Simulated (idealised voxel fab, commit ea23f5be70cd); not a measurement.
A process module follows: voxel capacitor over wiring.
It is cross-section cut that appears here, measuring 275 nm in width, its square cells being 5 nm in size.
Just so we're on the same page, the cross-sections are grids of square cells, and they're listed out in bands top to bottom, each band one or more rows deep. Look at the band entry: it leads with the top's height and the bottom's height in nm. Then it lists the materials left to right, with a width in nm for each. The word "everywhere" on a single material says that material fills the band edge to edge. The word "blank" is empty space. Height is counted from the level 0, under which the received wafer is composed throughout of one material. The lowest of the bands is not closed at the bottom but continues downward, in the notation "0..down". Width spec "30->40" -> top row of cells at first value, bottom row at second value, equal per-row change in between. Key: "changes: none" - step with no changed cell in the cross-section. This entry, "Sealed void list", enumerates those empty regions of no fewer than 8 cells that possess no open connection to the top. Each region is reported in the form width x height at distance, the distance being taken from the left edge, with all three quantities expressed in nm. That trailing text on a step's line, after the settings, is the simulator's own remark on the step. The setting "overlay nm" may be written on the line of a step. When the step uses a mask, the value reports how far to the right of the planned place the mask lay, and a negative value reports that it lay to the left.
The steps planned for the process are as follows
1) RECEIVE (material Si)
2) CONFORMAL_DEP (material SiO2; thk nm 15)
3) CONFORMAL_DEP (material SiN; thk nm 5)
4) DIRECTIONAL_DEP (material SiO2; thk nm 20)
5) MASKED_ETCH (tone open; mask id METAL_1; width nm 20; pitch nm 70; etch materials SiO2; depth nm 20; overlay nm 0)
6) MASKED_ETCH (tone open; mask id METAL_1; width nm 20; pitch nm 70; etch materials SiN; depth nm 5; overlay nm 0)
7) CONFORMAL_DEP (material TiN; thk nm 5)
8) FILL_DEP (material W; thk nm 5)
9) CMP (height nm 40)
10) CONFORMAL_DEP (material SiCN; thk nm 5)
11) DIRECTIONAL_DEP (material lowk; thk nm 10)
12) PATTERN (tone open; mask id PLUG_1; material resist; width nm 15; thk nm 15; overlay nm 0)
13) DIRECTIONAL_ETCH (etch materials lowk; depth nm 10)
14) DIRECTIONAL_ETCH (etch materials SiCN; depth nm 5)
15) STRIP (etch materials resist)
16) CONFORMAL_DEP (material TiN; thk nm 5)
17) FILL_DEP (material Cu; thk nm 10)
18) CMP (height nm 55)
19) DIRECTIONAL_DEP (material TiN; thk nm 10)
20) DIRECTIONAL_DEP (material SiN; thk nm 5)
21) DIRECTIONAL_DEP (material TiN; thk nm 10)
22) MASKED_ETCH (tone cover; mask id UPPER_PLATE; width nm 55; etch materials TiN; depth nm 10; overlay nm 0)
23) MASKED_ETCH (tone cover; mask id UPPER_PLATE; width nm 55; etch materials SiN; depth nm 5; overlay nm 0)
24) MASKED_ETCH (tone cover; mask id LOWER_PLATE; width nm 65; etch materials TiN; depth nm 10; overlay nm 0)
25) FILL_DEP (material SiO2; thk nm 15)
26) CMP (height nm 90)
27) MASKED_ETCH (tone open; mask id PLUG_2; width nm 15; etch materials SiO2; depth nm 10; overlay nm 0)
28) CONFORMAL_DEP (material TiN; thk nm 5)
29) FILL_DEP (material W; thk nm 10)
30) CMP (height nm 90)
31) CONFORMAL_DEP (material SiN; thk nm 5)
Incoming wafer, cross-sectional view, post step 1
> 0..down = Si everywhere
> Sealed void list: none
Wafer cross-section at end of module: start and plan as shown above, one execution error
> 95..90 = SiN everywhere
> 90..85 = 105 nm SiO2 / 15 nm TiN / 155 nm SiO2
> 85..75 = 95 nm SiO2 / 55 nm TiN / 125 nm SiO2
> 75..70 = 90 nm SiO2 / 65 nm TiN / 120 nm SiO2
> 70..65 = SiN everywhere
> 65..55 = TiN everywhere
> 55..45 = 95 nm lowk / 5 nm TiN / 5 nm Cu / 5 nm TiN / 165 nm lowk
> 45..40 = 95 nm SiCN / 15 nm TiN / 165 nm SiCN
> 40..20 = 90 nm SiO2 / 5 nm TiN / 10 nm W / 5 nm TiN / 50 nm SiO2 / 5 nm TiN / 10 nm W / 5 nm TiN / 95 nm SiO2
> 20..15 = 90 nm SiN / 20 nm TiN / 50 nm SiN / 20 nm TiN / 95 nm SiN
> 15..0 = SiO2 everywhere
> 0..down = Si everywhere
> Sealed void list: none
Here's what went sideways: step 21 deviated from plan and actually ran as DIRECTIONAL_DEP (material TiN; thk nm 15)
